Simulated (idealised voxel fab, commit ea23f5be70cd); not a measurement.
Name of the process module below: voxel wiring stack
Section shown: cut. Width: 215 nm. Cell size: 5 nm, square.
Cross-section spec: square-cell grid; bands listed top down; each band is one or more rows. A band entry consists of two parts. The first gives the height of the band's top and the height of its bottom, in nm. The rest lists the band's materials from left to right, each with its width in nm. A single material labelled with the word "everywhere" fills the band from edge to edge, and the word "air" marks empty space. Height reference: 0 = level under which incoming wafer is all one material. Lowest band: no bottom, runs on downward, e.g. "0 down". It should be noted that a width expressed as "30 to 40" varies in equal increments from row to row of cells within the band, taking the value of the first number at the top row and that of the second number at the bottom row. No cell of the cross-section changed in a step that is given as "no alterations made". Entry "Closed void list" = empty spaces >= 8 cells with no open way to the top; each as width x height at distance, distance from left edge, all nm. On a step's line, text after the settings is the simulator commenting on that step. overlay nm: where the mask lay relative to plan, measured to the right, on steps with a mask; negatives go left. Layout of what follows: cross-section pairs, each bracketing one process step, the after cross-section shown only to the lowest band that changed, the step between and its settings noted under each pair. Pairs may originate in different runs of this module on the same starting wafer; a pair continues from the pair above only where its entry headed "Pre-step geometry" says so.

Pre-step geometry
  0 down: Si everywhere
  Closed void list: none

Post-Step Geometry
  15 to 0: SiO2 everywhere
  Nothing below the height 0 has changed.
  Closed void list: none
Between the two cross-sections you see above, the step is CONFORMAL_DEP (material SiO2; thk nm 15)

Pre-step geometry: taken from the pair above, after panel.

Post-Step Geometry
  20 to 15: SiN everywhere
  Nothing below the height 15 has changed.
  Closed void list: none
Between the two cross-sections you see above, the step is CONFORMAL_DEP (material SiN; thk nm 5)

Pre-step geometry: taken from the pair above, after panel.

Post-Step Geometry
  35 to 20: lowk everywhere
  Nothing below the height 20 has changed.
  Closed void list: none
Between the two cross-sections you see above, the step is DIRECTIONAL_DEP (material lowk; thk nm 15)

Pre-step geometry: taken from the pair above, after panel.

Post-Step Geometry
  35 to 20: lowk 70, air 25, lowk 20, air 25, lowk 75
  Nothing below the height 20 has changed.
  Closed void list: none
Between the two cross-sections you see above, the step is MASKED_ETCH (tone open; mask id METAL_1; width nm 25; pitch nm 45; etch materials lowk; depth nm 15; overlay nm 0)

Pre-step geometry: taken from the pair above, after panel.

Post-Step Geometry
  35 to 20: lowk 70, air 25, lowk 20, air 25, lowk 75
  20 to 15: SiN 70, air 25, SiN 20, air 25, SiN 75
  Nothing below the height 15 has changed.
  Closed void list: none
Between the two cross-sections you see above, the step is MASKED_ETCH (tone open; mask id METAL_1; width nm 25; pitch nm 45; etch materials SiN; depth nm 5; overlay nm 0)

Pre-step geometry: taken from the pair above, after panel.

Post-Step Geometry
  40 to 35: TiN 75, air 15, TiN 30, air 15, TiN 80
  35 to 20: lowk 70, TiN 5, air 15, TiN 5, lowk 20, TiN 5, air 15, TiN 5, lowk 75
  20 to 15: SiN 70, TiN 25, SiN 20, TiN 25, SiN 75
  Nothing below the height 15 has changed.
  Closed void list: none
Between the two cross-sections you see above, the step is CONFORMAL_DEP (material TiN; thk nm 5)

Pre-step geometry: taken from the pair above, after panel.

Post-Step Geometry
  45 to 40: Cu everywhere
  40 to 35: TiN 75, Cu 15, TiN 30, Cu 15, TiN 80
  35 to 20: lowk 70, TiN 5, Cu 15, TiN 5, lowk 20, TiN 5, Cu 15, TiN 5, lowk 75
  Nothing below the height 20 has changed.
  Closed void list: none
Between the two cross-sections you see above, the step is FILL_DEP (material Cu; thk nm 5)

Pre-step geometry: taken from the pair above, after panel.

Post-Step Geometry
  35 to 20: lowk 70, TiN 5, Cu 15, TiN 5, lowk 20, TiN 5, Cu 15, TiN 5, lowk 75
  Nothing below the height 20 has changed.
  Closed void list: none
Between the two cross-sections you see above, the step is CMP (height nm 35)

Pre-step geometry: taken from the pair above, after panel.

Post-Step Geometry
  40 to 35: SiCN everywhere
  Nothing below the height 35 has changed.
  Closed void list: none
Between the two cross-sections you see above, the step is CONFORMAL_DEP (material SiCN; thk nm 5)

Pre-step geometry: taken from the pair above, after panel.

Post-Step Geometry
  65 to 40: SiO2 everywhere
  Nothing below the height 40 has changed.
  Closed void list: none
Between the two cross-sections you see above, the step is DIRECTIONAL_DEP (material SiO2; thk nm 25)

Pre-step geometry: taken from the pair above, after panel.

Post-Step Geometry
  75 to 65: aC everywhere
  Nothing below the height 65 has changed.
  Closed void list: none
Between the two cross-sections you see above, the step is DIRECTIONAL_DEP (material aC; thk nm 10)

Pre-step geometry: taken from the pair above, after panel.

Post-Step Geometry
  100 to 75: resist 70, air 15, resist 30, air 15, resist 85
  Nothing below the height 75 has changed.
  Closed void list: none
Between the two cross-sections you see above, the step is PATTERN (tone open; mask id METAL_2_HOLES; material resist; width nm 15; pitch nm 45; thk nm 25; overlay nm 0)

Pre-step geometry: taken from the pair above, after panel.

Post-Step Geometry
  90 to 75: resist 70, air 15, resist 30, air 15, resist 85
  75 to 65: aC 70, air 15, aC 30, air 15, aC 85
  Nothing below the height 65 has changed.
  Closed void list: none
Between the two cross-sections you see above, the step is DIRECTIONAL_ETCH (etch materials aC; depth nm 10)

Pre-step geometry: taken from the pair above, after panel.

Post-Step Geometry
  75 to 65: aC 70, air 15, aC 30, air 15, aC 85
  Nothing below the height 65 has changed.
  Closed void list: none
Between the two cross-sections you see above, the step is STRIP (etch materials resist)

Pre-step geometry: taken from the pair above, after panel.

Post-Step Geometry
  75 to 65: aC 70, air 15, aC 30, air 15, aC 85
  65 to 40: SiO2 70, air 15, SiO2 30, air 15, SiO2 85
  Nothing below the height 40 has changed.
  Closed void list: none
Between the two cross-sections you see above, the step is DIRECTIONAL_ETCH (etch materials SiO2; depth nm 25)

Pre-step geometry: taken from the pair above, after panel.

Post-Step Geometry
  65 to 40: SiO2 70, air 15, SiO2 30, air 15, SiO2 85
  Nothing below the height 40 has changed.
  Closed void list: none
Between the two cross-sections you see above, the step is STRIP (etch materials aC)

Pre-step geometry: taken from the pair above, after panel.

Post-Step Geometry
  65 to 50: SiO2 70, air 25, SiO2 20, air 25, SiO2 75
  Nothing below the height 50 has changed.
  Closed void list: none
Between the two cross-sections you see above, the step is MASKED_ETCH (tone open; mask id METAL_2; width nm 25; pitch nm 45; etch materials SiO2; depth nm 15; overlay nm 0)

Pre-step geometry: taken from the pair above, after panel.

Post-Step Geometry
  65 to 50: SiO2 70, air 25, SiO2 20, air 25, SiO2 75
  50 to 40: SiO2 70, air 15, SiO2 30, air 15, SiO2 85
  40 to 35: SiCN 70, air 15, SiCN 30, air 15, SiCN 85
  Nothing below the height 35 has changed.
  Closed void list: none
Between the two cross-sections you see above, the step is MASKED_ETCH (tone open; mask id METAL_2; width nm 25; pitch nm 45; etch materials SiCN; depth nm 5; overlay nm 0)

Pre-step geometry: taken from the pair above, after panel.

Post-Step Geometry
  70 to 65: TiN 75, air 15, TiN 30, air 15, TiN 80
  65 to 55: SiO2 70, TiN 5, air 15, TiN 5, SiO2 20, TiN 5, air 15, TiN 5, SiO2 75
  55 to 50: SiO2 70, TiN 5, air 5, TiN 15, SiO2 20, TiN 5, air 5, TiN 15, SiO2 75
  50 to 40: SiO2 70, TiN 5, air 5, TiN 5, SiO2 30, TiN 5, air 5, TiN 5, SiO2 85
  40 to 35: SiCN 70, TiN 15, SiCN 30, TiN 15, SiCN 85
  Nothing below the height 35 has changed.
  Closed void list: none
Between the two cross-sections you see above, the step is CONFORMAL_DEP (material TiN; thk nm 5)

Pre-step geometry: taken from the pair above, after panel.

Post-Step Geometry
  80 to 70: Ru everywhere
  70 to 65: TiN 75, Ru 15, TiN 30, Ru 15, TiN 80
  65 to 55: SiO2 70, TiN 5, Ru 15, TiN 5, SiO2 20, TiN 5, Ru 15, TiN 5, SiO2 75
  55 to 50: SiO2 70, TiN 5, Ru 5, TiN 15, SiO2 20, TiN 5, Ru 5, TiN 15, SiO2 75
  50 to 40: SiO2 70, TiN 5, Ru 5, TiN 5, SiO2 30, TiN 5, Ru 5, TiN 5, SiO2 85
  Nothing below the height 40 has changed.
  Closed void list: none
Between the two cross-sections you see above, the step is FILL_DEP (material Ru; thk nm 10)

Pre-step geometry: taken from the pair above, after panel.

Post-Step Geometry
  65 to 55: SiO2 70, TiN 5, Ru 15, TiN 5, SiO2 20, TiN 5, Ru 15, TiN 5, SiO2 75
  Nothing below the height 55 has changed.
  Closed void list: none
Between the two cross-sections you see above, the step is CMP (height nm 65)

Pre-step geometry: taken from the pair above, after panel.

Post-Step Geometry
  70 to 65: SiCN everywhere
  Nothing below the height 65 has changed.
  Closed void list: none
Between the two cross-sections you see above, the step is CONFORMAL_DEP (material SiCN; thk nm 5)

Pre-step geometry: taken from the pair above, after panel.

Post-Step Geometry
  85 to 70: SiO2 everywhere
  Nothing below the height 70 has changed.
  Closed void list: none
Between the two cross-sections you see above, the step is DIRECTIONAL_DEP (material SiO2; thk nm 15)

Pre-step geometry: taken from the pair above, after panel.

Post-Step Geometry
  85 to 70: SiO2 70, air 15, SiO2 130
  Nothing below the height 70 has changed.
  Closed void list: none
Between the two cross-sections you see above, the step is MASKED_ETCH (tone open; mask id PLUG_2; width nm 15; etch materials SiO2; depth nm 15; overlay nm 0)

Pre-step geometry: taken from the pair above, after panel.

Post-Step Geometry
  85 to 70: SiO2 70, air 15, SiO2 130
  70 to 65: SiCN 70, air 15, SiCN 130
  Nothing below the height 65 has changed.
  Closed void list: none
Between the two cross-sections you see above, the step is MASKED_ETCH (tone open; mask id PLUG_2; width nm 15; etch materials SiCN; depth nm 5; overlay nm 0)

Pre-step geometry: taken from the pair above, after panel.

Post-Step Geometry
  85 to 75: SiO2 70, air 15, SiO2 130
  75 to 70: SiO2 70, Ru 15, SiO2 130
  70 to 65: SiCN 70, Ru 15, SiCN 130
  Nothing below the height 65 has changed.
  Closed void list: none
Between the two cross-sections you see above, the step is EPI (material Ru; thk nm 10)

Pre-step geometry: taken from the pair above, after panel.

Post-Step Geometry
  85 to 70: SiO2 70, Ru 15, SiO2 130
  Nothing below the height 70 has changed.
  Closed void list: none
Between the two cross-sections you see above, the step is EPI (material Ru; thk nm 10)

Pre-step geometry: taken from the pair above, after panel.

Post-Step Geometry
  90 to 85: TiN everywhere
  Nothing below the height 85 has changed.
  Closed void list: none
Between the two cross-sections you see above, the step is DIRECTIONAL_DEP (material TiN; thk nm 5)

Pre-step geometry: taken from the pair above, after panel.

Post-Step Geometry
  110 to 90: Ru everywhere
  Nothing below the height 90 has changed.
  Closed void list: none
Between the two cross-sections you see above, the step is DIRECTIONAL_DEP (material Ru; thk nm 20)

Pre-step geometry: taken from the pair above, after panel.

Post-Step Geometry
  120 to 110: aC everywhere
  Nothing below the height 110 has changed.
  Closed void list: none
Between the two cross-sections you see above, the step is DIRECTIONAL_DEP (material aC; thk nm 10)

Pre-step geometry: taken from the pair above, after panel.

Post-Step Geometry
  145 to 120: air 70, resist 25, air 20, resist 25, air 75
  Nothing below the height 120 has changed.
  Closed void list: none
Between the two cross-sections you see above, the step is PATTERN (tone cover; mask id METAL_3; material resist; width nm 25; pitch nm 45; thk nm 25; overlay nm 0)

Pre-step geometry: taken from the pair above, after panel.

Post-Step Geometry
  135 to 120: air 70, resist 25, air 20, resist 25, air 75
  120 to 110: air 70, aC 25, air 20, aC 25, air 75
  Nothing below the height 110 has changed.
  Closed void list: none
Between the two cross-sections you see above, the step is DIRECTIONAL_ETCH (etch materials aC; depth nm 10)

Pre-step geometry: taken from the pair above, after panel.

Post-Step Geometry
  120 to 110: air 70, aC 25, air 20, aC 25, air 75
  Nothing below the height 110 has changed.
  Closed void list: none
Between the two cross-sections you see above, the step is STRIP (etch materials resist)

Pre-step geometry: taken from the pair above, after panel.

Post-Step Geometry
  120 to 110: air 70, aC 25, air 20, aC 25, air 75
  110 to 90: air 70, Ru 25, air 20, Ru 25, air 75
  Nothing below the height 90 has changed.
  Closed void list: none
Between the two cross-sections you see above, the step is DIRECTIONAL_ETCH (etch materials Ru; depth nm 20)

Pre-step geometry: taken from the pair above, after panel.

Post-Step Geometry
  120 to 110: air 70, aC 25, air 20, aC 25, air 75
  110 to 90: air 70, Ru 25, air 20, Ru 25, air 75
  90 to 85: air 70, TiN 25, air 20, TiN 25, air 75
  Nothing below the height 85 has changed.
  Closed void list: none
Between the two cross-sections you see above, the step is DIRECTIONAL_ETCH (etch materials TiN; depth nm 5)

Pre-step geometry: taken from the pair above, after panel.

Post-Step Geometry
  110 to 90: air 70, Ru 25, air 20, Ru 25, air 75
  Nothing below the height 90 has changed.
  Closed void list: none
Between the two cross-sections you see above, the step is STRIP (etch materials aC)

Pre-step geometry: taken from the pair above, after panel.

Post-Step Geometry
  115 to 110: SiO2 everywhere
  110 to 90: SiO2 70, Ru 25, SiO2 20, Ru 25, SiO2 75
  90 to 85: SiO2 70, TiN 25, SiO2 20, TiN 25, SiO2 75
  Nothing below the height 85 has changed.
  Closed void list: none
Between the two cross-sections you see above, the step is FILL_DEP (material SiO2; thk nm 5)

Pre-step geometry: taken from the pair above, after panel.

Post-Step Geometry
  110 to 90: SiO2 70, Ru 25, SiO2 20, Ru 25, SiO2 75
  Nothing below the height 90 has changed.
  Closed void list: none
Between the two cross-sections you see above, the step is CMP (height nm 110)

Pre-step geometry: taken from the pair above, after panel.

Post-Step Geometry
  115 to 110: SiCN everywhere
  Nothing below the height 110 has changed.
  Closed void list: none
Between the two cross-sections you see above, the step is CONFORMAL_DEP (material SiCN; thk nm 5)

Pre-step geometry: taken from the pair above, after panel.

Post-Step Geometry
  140 to 115: lowk everywhere
  Nothing below the height 115 has changed.
  Closed void list: none
Between the two cross-sections you see above, the step is DIRECTIONAL_DEP (material lowk; thk nm 25)

Pre-step geometry: taken from the pair above, after panel.

Post-Step Geometry
  140 to 125: lowk 70, air 25, lowk 20, air 25, lowk 75
  Nothing below the height 125 has changed.
  Closed void list: none
Between the two cross-sections you see above, the step is MASKED_ETCH (tone open; mask id METAL_4; width nm 25; pitch nm 45; etch materials lowk; depth nm 15; overlay nm 0)

Pre-step geometry: taken from the pair above, after panel.

Post-Step Geometry
  155 to 140: aC 70, air 25, aC 20, air 25, aC 75
  140 to 125: lowk 70, aC 25, lowk 20, aC 25, lowk 75
  Nothing below the height 125 has changed.
  Closed void list: none
Between the two cross-sections you see above, the step is DIRECTIONAL_DEP (material aC; thk nm 15)

Pre-step geometry: taken from the pair above, after panel.

Post-Step Geometry
  190 to 155: resist 70, air 15, resist 130
  155 to 140: aC 70, air 15, resist 10, aC 20, resist 25, aC 75
  Nothing below the height 140 has changed.
  Closed void list: none
Between the two cross-sections you see above, the step is PATTERN (tone open; mask id METAL_4_HOLES; material resist; width nm 15; thk nm 35; overlay nm 0)

Pre-step geometry: taken from the pair above, after panel.

Post-Step Geometry
  175 to 155: resist 70, air 15, resist 130
  155 to 140: aC 70, air 15, resist 10, aC 20, resist 25, aC 75
  140 to 125: lowk 70, air 15, aC 10, lowk 20, aC 25, lowk 75
  Nothing below the height 125 has changed.
  Closed void list: none
Between the two cross-sections you see above, the step is DIRECTIONAL_ETCH (etch materials aC; depth nm 15)

Pre-step geometry: taken from the pair above, after panel.

Post-Step Geometry
  155 to 140: aC 70, air 25, aC 20, air 25, aC 75
  Nothing below the height 140 has changed.
  Closed void list: none
Between the two cross-sections you see above, the step is STRIP (etch materials resist)

Pre-step geometry: taken from the pair above, after panel.

Post-Step Geometry
  155 to 140: aC 70, air 25, aC 20, air 25, aC 75
  140 to 125: lowk 70, air 15, aC 10, lowk 20, aC 25, lowk 75
  125 to 115: lowk 70, air 15, lowk 130
  Nothing below the height 115 has changed.
  Closed void list: none
Between the two cross-sections you see above, the step is DIRECTIONAL_ETCH (etch materials lowk; depth nm 10)

Pre-step geometry: taken from the pair above, after panel.

Post-Step Geometry
  155 to 140: aC 70, air 25, aC 20, air 25, aC 75
  140 to 125: lowk 70, air 15, aC 10, lowk 20, aC 25, lowk 75
  125 to 115: lowk 70, air 15, lowk 130
  115 to 110: SiCN 70, air 15, SiCN 130
  Nothing below the height 110 has changed.
  Closed void list: none
Between the two cross-sections you see above, the step is DIRECTIONAL_ETCH (etch materials SiCN; depth nm 5)

Pre-step geometry: taken from the pair above, after panel.

Post-Step Geometry
  140 to 125: lowk 70, air 25, lowk 20, air 25, lowk 75
  Nothing below the height 125 has changed.
  Closed void list: none
Between the two cross-sections you see above, the step is STRIP (etch materials aC)

Pre-step geometry: taken from the pair above, after panel.

Post-Step Geometry
  145 to 140: TiN 75, air 15, TiN 30, air 15, TiN 80
  140 to 130: lowk 70, TiN 5, air 15, TiN 5, lowk 20, TiN 5, air 15, TiN 5, lowk 75
  130 to 125: lowk 70, TiN 5, air 5, TiN 15, lowk 20, TiN 25, lowk 75
  125 to 115: lowk 70, TiN 5, air 5, TiN 5, lowk 130
  115 to 110: SiCN 70, TiN 15, SiCN 130
  Nothing below the height 110 has changed.
  Closed void list: none
Between the two cross-sections you see above, the step is CONFORMAL_DEP (material TiN; thk nm 5)

Pre-step geometry: taken from the pair above, after panel.

Post-Step Geometry
  155 to 145: Cu everywhere
  145 to 140: TiN 75, Cu 15, TiN 30, Cu 15, TiN 80
  140 to 130: lowk 70, TiN 5, Cu 15, TiN 5, lowk 20, TiN 5, Cu 15, TiN 5, lowk 75
  130 to 125: lowk 70, TiN 5, Cu 5, TiN 15, lowk 20, TiN 25, lowk 75
  125 to 115: lowk 70, TiN 5, Cu 5, TiN 5, lowk 130
  Nothing below the height 115 has changed.
  Closed void list: none
Between the two cross-sections you see above, the step is FILL_DEP (material Cu; thk nm 10)

Pre-step geometry: taken from the pair above, after panel.

Post-Step Geometry
  140 to 130: lowk 70, TiN 5, Cu 15, TiN 5, lowk 20, TiN 5, Cu 15, TiN 5, lowk 75
  Nothing below the height 130 has changed.
  Closed void list: none
Between the two cross-sections you see above, the step is CMP (height nm 140)

Pre-step geometry: taken from the pair above, after panel.

Post-Step Geometry
  145 to 140: SiCN everywhere
  Nothing below the height 140 has changed.
  Closed void list: none
Between the two cross-sections you see above, the step is CONFORMAL_DEP (material SiCN; thk nm 5)

Pre-step geometry
  155 to 145: Cu everywhere
  145 to 140: TiN 75, Cu 15, TiN 30, Cu 15, TiN 80
  140 to 130: lowk 70, TiN 5, Cu 15, TiN 5, lowk 20, TiN 5, Cu 15, TiN 5, lowk 75
  130 to 125: lowk 70, TiN 5, Cu 5, TiN 15, lowk 20, TiN 25, lowk 75
  125 to 115: lowk 70, TiN 5, Cu 5, TiN 5, lowk 130
  115 to 110: SiCN 70, TiN 15, SiCN 130
  110 to 90: SiO2 70, Ru 25, SiO2 20, Ru 25, SiO2 75
  90 to 85: SiO2 70, TiN 25, SiO2 20, TiN 25, SiO2 75
  85 to 70: SiO2 70, Ru 15, SiO2 130
  70 to 65: SiCN 70, Ru 15, SiCN 130
  65 to 55: SiO2 70, TiN 5, Ru 15, TiN 5, SiO2 20, TiN 5, Ru 15, TiN 5, SiO2 75
  55 to 50: SiO2 70, TiN 5, Ru 5, TiN 15, SiO2 20, TiN 5, Ru 5, TiN 15, SiO2 75
  50 to 40: SiO2 70, TiN 5, Ru 5, TiN 5, SiO2 30, TiN 5, Ru 5, TiN 5, SiO2 85
  40 to 35: SiCN 70, TiN 15, SiCN 30, TiN 15, SiCN 85
  35 to 20: lowk 70, TiN 5, Cu 15, TiN 5, lowk 20, TiN 5, Cu 15, TiN 5, lowk 75
  20 to 15: SiN 70, TiN 25, SiN 20, TiN 25, SiN 75
  15 to 0: SiO2 everywhere
  0 down: Si everywhere
  Closed void list: none

Post-Step Geometry
  160 to 155: SiCN everywhere
  Nothing below the height 155 has changed.
  Closed void list: none
Between the two cross-sections you see above, the step is CONFORMAL_DEP (material SiCN; thk nm 5)

Pre-step geometry
  15 to 0: SiO2 everywhere
  0 down: Si everywhere
  Closed void list: none

Post-Step Geometry
  30 to 0: SiO2 everywhere
  Nothing below the height 0 has changed.
  Closed void list: none
Between the two cross-sections you see above, the step is CONFORMAL_DEP (material SiO2; thk nm 15)

Pre-step geometry: taken from the pair above, after panel.

Post-Step Geometry
  35 to 30: SiN everywhere
  Nothing below the height 30 has changed.
  Closed void list: none
Between the two cross-sections you see above, the step is CONFORMAL_DEP (material SiN; thk nm 5)

Pre-step geometry: taken from the pair above, after panel.

Post-Step Geometry
  50 to 35: lowk everywhere
  Nothing below the height 35 has changed.
  Closed void list: none
Between the two cross-sections you see above, the step is DIRECTIONAL_DEP (material lowk; thk nm 15)

Pre-step geometry: taken from the pair above, after panel.

Post-Step Geometry
  50 to 35: lowk 70, air 25, lowk 20, air 25, lowk 75
  Nothing below the height 35 has changed.
  Closed void list: none
Between the two cross-sections you see above, the step is MASKED_ETCH (tone open; mask id METAL_1; width nm 25; pitch nm 45; etch materials lowk; depth nm 15; overlay nm 0)

Pre-step geometry: taken from the pair above, after panel.

Post-Step Geometry
  50 to 35: lowk 70, air 25, lowk 20, air 25, lowk 75
  35 to 30: SiN 70, air 25, SiN 20, air 25, SiN 75
  Nothing below the height 30 has changed.
  Closed void list: none
Between the two cross-sections you see above, the step is MASKED_ETCH (tone open; mask id METAL_1; width nm 25; pitch nm 45; etch materials SiN; depth nm 5; overlay nm 0)

Pre-step geometry: taken from the pair above, after panel.

Post-Step Geometry
  55 to 50: TiN 75, air 15, TiN 30, air 15, TiN 80
  50 to 35: lowk 70, TiN 5, air 15, TiN 5, lowk 20, TiN 5, air 15, TiN 5, lowk 75
  35 to 30: SiN 70, TiN 25, SiN 20, TiN 25, SiN 75
  Nothing below the height 30 has changed.
  Closed void list: none
Between the two cross-sections you see above, the step is CONFORMAL_DEP (material TiN; thk nm 5)

Pre-step geometry: taken from the pair above, after panel.

Post-Step Geometry
  60 to 55: Cu everywhere
  55 to 50: TiN 75, Cu 15, TiN 30, Cu 15, TiN 80
  50 to 35: lowk 70, TiN 5, Cu 15, TiN 5, lowk 20, TiN 5, Cu 15, TiN 5, lowk 75
  Nothing below the height 35 has changed.
  Closed void list: none
Between the two cross-sections you see above, the step is FILL_DEP (material Cu; thk nm 5)

Pre-step geometry: taken from the pair above, after panel.

Post-Step Geometry
  35 to 30: SiN 70, TiN 25, SiN 20, TiN 25, SiN 75
  Nothing below the height 30 has changed.
  Closed void list: none
Between the two cross-sections you see above, the step is CMP (height nm 35)

Pre-step geometry: taken from the pair above, after panel.

Post-Step Geometry
  40 to 35: SiCN everywhere
  Nothing below the height 35 has changed.
  Closed void list: none
Between the two cross-sections you see above, the step is CONFORMAL_DEP (material SiCN; thk nm 5)

Pre-step geometry: taken from the pair above, after panel.

Post-Step Geometry
  65 to 40: SiO2 everywhere
  Nothing below the height 40 has changed.
  Closed void list: none
Between the two cross-sections you see above, the step is DIRECTIONAL_DEP (material SiO2; thk nm 25)

Pre-step geometry: taken from the pair above, after panel.

Post-Step Geometry
  75 to 65: aC everywhere
  Nothing below the height 65 has changed.
  Closed void list: none
Between the two cross-sections you see above, the step is DIRECTIONAL_DEP (material aC; thk nm 10)

Pre-step geometry: taken from the pair above, after panel.

Post-Step Geometry
  100 to 75: resist 70, air 15, resist 30, air 15, resist 85
  Nothing below the height 75 has changed.
  Closed void list: none
Between the two cross-sections you see above, the step is PATTERN (tone open; mask id METAL_2_HOLES; material resist; width nm 15; pitch nm 45; thk nm 25; overlay nm 0)

Pre-step geometry: taken from the pair above, after panel.

Post-Step Geometry
  90 to 75: resist 70, air 15, resist 30, air 15, resist 85
  75 to 65: aC 70, air 15, aC 30, air 15, aC 85
  Nothing below the height 65 has changed.
  Closed void list: none
Between the two cross-sections you see above, the step is DIRECTIONAL_ETCH (etch materials aC; depth nm 10)

Pre-step geometry: taken from the pair above, after panel.

Post-Step Geometry
  75 to 65: aC 70, air 15, aC 30, air 15, aC 85
  Nothing below the height 65 has changed.
  Closed void list: none
Between the two cross-sections you see above, the step is STRIP (etch materials resist)

Pre-step geometry: taken from the pair above, after panel.

Post-Step Geometry
  75 to 65: aC 70, air 15, aC 30, air 15, aC 85
  65 to 40: SiO2 70, air 15, SiO2 30, air 15, SiO2 85
  Nothing below the height 40 has changed.
  Closed void list: none
Between the two cross-sections you see above, the step is DIRECTIONAL_ETCH (etch materials SiO2; depth nm 25)

Pre-step geometry: taken from the pair above, after panel.

Post-Step Geometry
  65 to 40: SiO2 70, air 15, SiO2 30, air 15, SiO2 85
  Nothing below the height 40 has changed.
  Closed void list: none
Between the two cross-sections you see above, the step is STRIP (etch materials aC)

Pre-step geometry: taken from the pair above, after panel.

Post-Step Geometry
  65 to 50: SiO2 70, air 25, SiO2 20, air 25, SiO2 75
  Nothing below the height 50 has changed.
  Closed void list: none
Between the two cross-sections you see above, the step is MASKED_ETCH (tone open; mask id METAL_2; width nm 25; pitch nm 45; etch materials SiO2; depth nm 15; overlay nm 0)

Pre-step geometry: taken from the pair above, after panel.

Post-Step Geometry
  65 to 50: SiO2 70, air 25, SiO2 20, air 25, SiO2 75
  50 to 40: SiO2 70, air 15, SiO2 30, air 15, SiO2 85
  40 to 35: SiCN 70, air 15, SiCN 30, air 15, SiCN 85
  Nothing below the height 35 has changed.
  Closed void list: none
Between the two cross-sections you see above, the step is MASKED_ETCH (tone open; mask id METAL_2; width nm 25; pitch nm 45; etch materials SiCN; depth nm 5; overlay nm 0)

Pre-step geometry: taken from the pair above, after panel.

Post-Step Geometry
  70 to 65: TiN 75, air 15, TiN 30, air 15, TiN 80
  65 to 55: SiO2 70, TiN 5, air 15, TiN 5, SiO2 20, TiN 5, air 15, TiN 5, SiO2 75
  55 to 50: SiO2 70, TiN 5, air 5, TiN 15, SiO2 20, TiN 5, air 5, TiN 15, SiO2 75
  50 to 40: SiO2 70, TiN 5, air 5, TiN 5, SiO2 30, TiN 5, air 5, TiN 5, SiO2 85
  40 to 35: SiCN 70, TiN 15, SiCN 30, TiN 15, SiCN 85
  Nothing below the height 35 has changed.
  Closed void list: none
Between the two cross-sections you see above, the step is CONFORMAL_DEP (material TiN; thk nm 5)

Pre-step geometry: taken from the pair above, after panel.

Post-Step Geometry
  80 to 70: Ru everywhere
  70 to 65: TiN 75, Ru 15, TiN 30, Ru 15, TiN 80
  65 to 55: SiO2 70, TiN 5, Ru 15, TiN 5, SiO2 20, TiN 5, Ru 15, TiN 5, SiO2 75
  55 to 50: SiO2 70, TiN 5, Ru 5, TiN 15, SiO2 20, TiN 5, Ru 5, TiN 15, SiO2 75
  50 to 40: SiO2 70, TiN 5, Ru 5, TiN 5, SiO2 30, TiN 5, Ru 5, TiN 5, SiO2 85
  Nothing below the height 40 has changed.
  Closed void list: none
Between the two cross-sections you see above, the step is FILL_DEP (material Ru; thk nm 10)

Pre-step geometry: taken from the pair above, after panel.

Post-Step Geometry
  65 to 55: SiO2 70, TiN 5, Ru 15, TiN 5, SiO2 20, TiN 5, Ru 15, TiN 5, SiO2 75
  Nothing below the height 55 has changed.
  Closed void list: none
Between the two cross-sections you see above, the step is CMP (height nm 65)

Pre-step geometry: taken from the pair above, after panel.

Post-Step Geometry
  70 to 65: SiCN everywhere
  Nothing below the height 65 has changed.
  Closed void list: none
Between the two cross-sections you see above, the step is CONFORMAL_DEP (material SiCN; thk nm 5)

Pre-step geometry: taken from the pair above, after panel.

Post-Step Geometry
  85 to 70: SiO2 everywhere
  Nothing below the height 70 has changed.
  Closed void list: none
Between the two cross-sections you see above, the step is DIRECTIONAL_DEP (material SiO2; thk nm 15)

Pre-step geometry: taken from the pair above, after panel.

Post-Step Geometry
  85 to 70: SiO2 70, air 15, SiO2 130
  Nothing below the height 70 has changed.
  Closed void list: none
Between the two cross-sections you see above, the step is MASKED_ETCH (tone open; mask id PLUG_2; width nm 15; etch materials SiO2; depth nm 15; overlay nm 0)

Pre-step geometry: taken from the pair above, after panel.

Post-Step Geometry
  85 to 70: SiO2 70, air 15, SiO2 130
  70 to 65: SiCN 70, air 15, SiCN 130
  Nothing below the height 65 has changed.
  Closed void list: none
Between the two cross-sections you see above, the step is MASKED_ETCH (tone open; mask id PLUG_2; width nm 15; etch materials SiCN; depth nm 5; overlay nm 0)

Pre-step geometry: taken from the pair above, after panel.

Post-Step Geometry
  85 to 75: SiO2 70, air 15, SiO2 130
  75 to 70: SiO2 70, Ru 15, SiO2 130
  70 to 65: SiCN 70, Ru 15, SiCN 130
  Nothing below the height 65 has changed.
  Closed void list: none
Between the two cross-sections you see above, the step is EPI (material Ru; thk nm 10)

Pre-step geometry: taken from the pair above, after panel.

Post-Step Geometry
  85 to 70: SiO2 70, Ru 15, SiO2 130
  Nothing below the height 70 has changed.
  Closed void list: none
Between the two cross-sections you see above, the step is EPI (material Ru; thk nm 10)

Pre-step geometry: taken from the pair above, after panel.

Post-Step Geometry
  90 to 85: TiN everywhere
  Nothing below the height 85 has changed.
  Closed void list: none
Between the two cross-sections you see above, the step is DIRECTIONAL_DEP (material TiN; thk nm 5)

Pre-step geometry: taken from the pair above, after panel.

Post-Step Geometry
  110 to 90: Ru everywhere
  Nothing below the height 90 has changed.
  Closed void list: none
Between the two cross-sections you see above, the step is DIRECTIONAL_DEP (material Ru; thk nm 20)

Pre-step geometry: taken from the pair above, after panel.

Post-Step Geometry
  120 to 110: aC everywhere
  Nothing below the height 110 has changed.
  Closed void list: none
Between the two cross-sections you see above, the step is DIRECTIONAL_DEP (material aC; thk nm 10)

Pre-step geometry: taken from the pair above, after panel.

Post-Step Geometry
  145 to 120: air 70, resist 25, air 20, resist 25, air 75
  Nothing below the height 120 has changed.
  Closed void list: none
Between the two cross-sections you see above, the step is PATTERN (tone cover; mask id METAL_3; material resist; width nm 25; pitch nm 45; thk nm 25; overlay nm 0)

Pre-step geometry: taken from the pair above, after panel.

Post-Step Geometry
  135 to 120: air 70, resist 25, air 20, resist 25, air 75
  120 to 110: air 70, aC 25, air 20, aC 25, air 75
  Nothing below the height 110 has changed.
  Closed void list: none
Between the two cross-sections you see above, the step is DIRECTIONAL_ETCH (etch materials aC; depth nm 10)

Pre-step geometry: taken from the pair above, after panel.

Post-Step Geometry
  120 to 110: air 70, aC 25, air 20, aC 25, air 75
  Nothing below the height 110 has changed.
  Closed void list: none
Between the two cross-sections you see above, the step is STRIP (etch materials resist)
